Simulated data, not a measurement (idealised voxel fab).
Presented below is a process module, voxel air gaps.
We display cut, a cross-section 185 nm in width whose square cells are each 5 nm.
When this document writes out a cross-section, it uses a grid of square cells and lists it as bands, beginning at the top and moving down, with a band standing for one or more rows of cells. What a band's entry tells you: where the top is and where the bottom is, as heights in nm, and after that what lies inside, material by material from left to right, each with its width in nm. Empty space is written as the word "empty", and a single material marked with the word "full width" occupies the band from edge to edge. Below 0: as-received wafer, all one material; heights counted from there. Lowest band: no bottom, goes on down, written "z 0 and below". Width: "30..40" (first number = top row, second number = bottom row, same change from row to row of cells). Where the words "no modification" appear for a step, the cross-section shows no cell changed by that step; every cell remained as before. Voids not open to the top, 8 cells minimum: see "Enclosed voids". Written width x height at distance; distance is from the left edge; nm. Text after the settings on a step's line: the simulator's own remark on that step. The optional step-line setting "overlay nm" applies to steps with a mask and quantifies how far to the right of its planned location the mask lay, a negative value indicating leftward placement.
[Planned process steps]
1 RECEIVE (material Si)
2 CONFORMAL_DEP (material SiO2; thk nm 10)
3 CONFORMAL_DEP (material SiN; thk nm 5)
4 DIRECTIONAL_DEP (material lowk; thk nm 40)
5 MASKED_ETCH (tone open; mask id LINES; width nm 20; pitch nm 50; etch materials lowk; depth nm 40; overlay nm 0)
6 CONFORMAL_DEP (material TiN; thk nm 5)
7 FILL_DEP (material Cu; thk nm 10)
8 CMP (height nm 55)
9 EPI (material Ru; thk nm 10)
10 SELECTIVE_ETCH (etch materials lowk; depth nm 50)
11 CONFORMAL_DEP (material SiCN; thk nm 5)
[Delivered wafer in cross-section: state after step 1]
	z 0 and below  Si full width
	Enclosed voids: none
[Cross-section at module end, one run error; start and plan unchanged from above]
	z 85 to 80  SiCN full width
	z 80 to 70  Ru full width
	z 70 to 60  Cu full width
	z 60 to 55  TiN 35  Cu 10  TiN 40  Cu 10  TiN 40  Cu 10  TiN 40
	z 55 to 20  lowk 30  TiN 5  Cu 10  TiN 5  lowk 30  TiN 5  Cu 10  TiN 5  lowk 30  TiN 5  Cu 10  TiN 5  lowk 35
	z 20 to 15  lowk 30  TiN 20  lowk 30  TiN 20  lowk 30  TiN 20  lowk 35
	z 15 to 10  SiN full width
	z 10 to 0  SiO2 full width
	z 0 and below  Si full width
	Enclosed voids: none
Want to know what went wrong? the plan's step 8 was left out and never carried out
